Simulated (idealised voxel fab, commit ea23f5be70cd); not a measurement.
This is a process module. Its name is voxel air gaps.
Displayed cross-section: cut, width of 175 nm, square cells sized 5 nm.
Throughout this document, each cross-section is represented as a grid of square cells and is presented as a sequence of bands enumerated from the top downward, where a band comprises one or more rows of cells.
Quick guide to a band line: top height, bottom height (nm) up front; then every material left to right with its width in nm. Only one material and it's marked "all across"? Then it fills the band edge to edge. And "empty" just means empty space.
Below 0: as-received wafer, all one material; heights counted from there. Lowest band: no bottom, goes on down, written "0 and below".
So if you see something like "30->40" for the width, read it as the top row of the band sitting at the first number and the bottom row at the second, with every row in between moving by the same amount as the last.
For the purposes of this document, the phrase "identical to before" attached to a step denotes that no cell within the cross-section was modified by that step.
"Enclosed void inventory" specifies each empty space that is not open to the top and that occupies no fewer than 8 cells, using the form width x height at distance, the distance measured from the left edge and all three quantities in nm.
Whatever follows a step's settings on its line is a remark the simulator itself makes about that step.
overlay nm: right-of-plan distance of the mask on a masked step; negative values mean left-of-plan.

The planned process steps are enumerated hereunder
1 RECEIVE: material Si
2 CONFORMAL_DEP: material SiO2, thk nm 15
3 CONFORMAL_DEP: material SiCN, thk nm 5
4 DIRECTIONAL_DEP: material SiO2, thk nm 30
5 MASKED_ETCH: tone open, mask id LINES, width nm 20, pitch nm 45, etch materials SiO2, depth nm 30, overlay nm 0
6 CONFORMAL_DEP: material TiN, thk nm 5
7 FILL_DEP: material Cu, thk nm 10
8 CMP: height nm 50
9 EPI: material Ru, thk nm 10
10 SELECTIVE_ETCH: etch materials SiO2, depth nm 40
11 CONFORMAL_DEP: material SiCN, thk nm 5

Shown in cross-section is the wafer as received, that is, as it stands after step 1
- 0 and below  Si all across
- Enclosed void inventory: none

End-of-module cross-section. Starting structure and process plan as above; one mistake made in running it
- 65 down to 60  empty 15 nm / SiCN 140 nm / empty 20 nm
- 60 down to 50  empty 15 nm / SiCN 5 nm / Ru 40 nm / SiCN 5 nm / Ru 40 nm / SiCN 5 nm / Ru 40 nm / SiCN 5 nm / empty 20 nm
- 50 down to 45  empty 15 nm / SiCN 15 nm / TiN 5 nm / SiO2 10 nm / TiN 5 nm / SiCN 25 nm / TiN 5 nm / SiO2 10 nm / TiN 5 nm / SiCN 25 nm / TiN 5 nm / SiO2 10 nm / TiN 5 nm / SiCN 15 nm / empty 20 nm
- 45 down to 25  empty 25 nm / SiCN 5 nm / TiN 5 nm / SiO2 10 nm / TiN 5 nm / SiCN 5 nm / empty 15 nm / SiCN 5 nm / TiN 5 nm / SiO2 10 nm / TiN 5 nm / SiCN 5 nm / empty 15 nm / SiCN 5 nm / TiN 5 nm / SiO2 10 nm / TiN 5 nm / SiCN 5 nm / empty 30 nm
- 25 down to 20  SiCN 30 nm / TiN 20 nm / SiCN 25 nm / TiN 20 nm / SiCN 25 nm / TiN 20 nm / SiCN 35 nm
- 20 down to 15  SiCN all across
- 15 down to 0  SiO2 all across
- 0 and below  Si all across
- Enclosed void inventory: 15 x 20 at 55; 15 x 20 at 100
Error vs. plan: so step 7 ended up running with a different setting than we planned, it ran as FILL_DEP: material SiO2, thk nm 10
